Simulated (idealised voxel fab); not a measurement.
The document below concerns the process module designated voxel released beams.
Each square cell in cross-section cut measures 5 nm, and the section as a whole is 155 nm wide.
Think of the cross-section as a grid of square cells. We describe it in bands, top to bottom, and each band covers one or more rows of those cells. Heights first: top, then bottom, in nm. Then materials, left to right, each with a width in nm. "edge to edge" on a single material: fills the band edge to edge. "blank": empty space. Height 0 is the level under which the wafer as received is all one material. The lowest band goes on downwards, as in "0..down". Graded width ("30..40"): value in top row of band = first number; value in bottom row = second number; row-to-row change constant. "remained the same" (step): cross-section cells unchanged, all of them. Entry "Entrapped voids" = empty spaces >= 8 cells with no open way to the top; each as width x height at distance, distance from left edge, all nm. Formally, on a step line, whatever follows the settings is a remark that the simulator itself makes on the step. overlay nm, on a step with a mask: how far to the right of its planned place the mask lay; to the left if negative.

### The planned process steps are enumerated hereunder
1,RECEIVE: material Si
2,CONFORMAL_DEP: material Al2O3, thk nm 5
3,DIRECTIONAL_DEP: material SiO2, thk nm 15
4,DIRECTIONAL_DEP: material aC, thk nm 10
5,PATTERN: tone open, mask id ANCHOR, material resist, width nm 35, thk nm 25, overlay nm -15
6,DIRECTIONAL_ETCH: etch materials aC, depth nm 10
7,STRIP: etch materials resist
8,DIRECTIONAL_ETCH: etch materials SiO2, depth nm 15
9,STRIP: etch materials aC
10,CONFORMAL_DEP: material W, thk nm 10
11,DIRECTIONAL_DEP: material aC, thk nm 15
12,PATTERN: tone cover, mask id BEAM, material resist, width nm 100, thk nm 35, overlay nm 0
13,DIRECTIONAL_ETCH: etch materials aC, depth nm 15
14,STRIP: etch materials resist
15,DIRECTIONAL_ETCH: etch materials W, depth nm 10
16,STRIP: etch materials aC
17,STRIP: etch materials SiO2
The value of overlay nm given for step 5 in the plan refers to the first wafer; the wafers vary in this setting and are alike at the start.

### Received wafers, first of several: cross-section after step 1
  0..down = Si edge to edge
  Entrapped voids: none

### Each row below is a wafer at the end of the module, listing for every material the number of cells it has gained (+) or lost (-) since it was received, followed by its closed voids
overlay nm -15 | +31 Al2O3 | +52 W | Entrapped voids: none
overlay nm -10 | +31 Al2O3 | +52 W | Entrapped voids: none
overlay nm -5 | +31 Al2O3 | +52 W | Entrapped voids: none
overlay nm 0 | +31 Al2O3 | +52 W | Entrapped voids: none
overlay nm 5 | +31 Al2O3 | +52 W | Entrapped voids: none
overlay nm 10 | +31 Al2O3 | +52 W | Entrapped voids: none
overlay nm 15 | +31 Al2O3 | +52 W | Entrapped voids: none
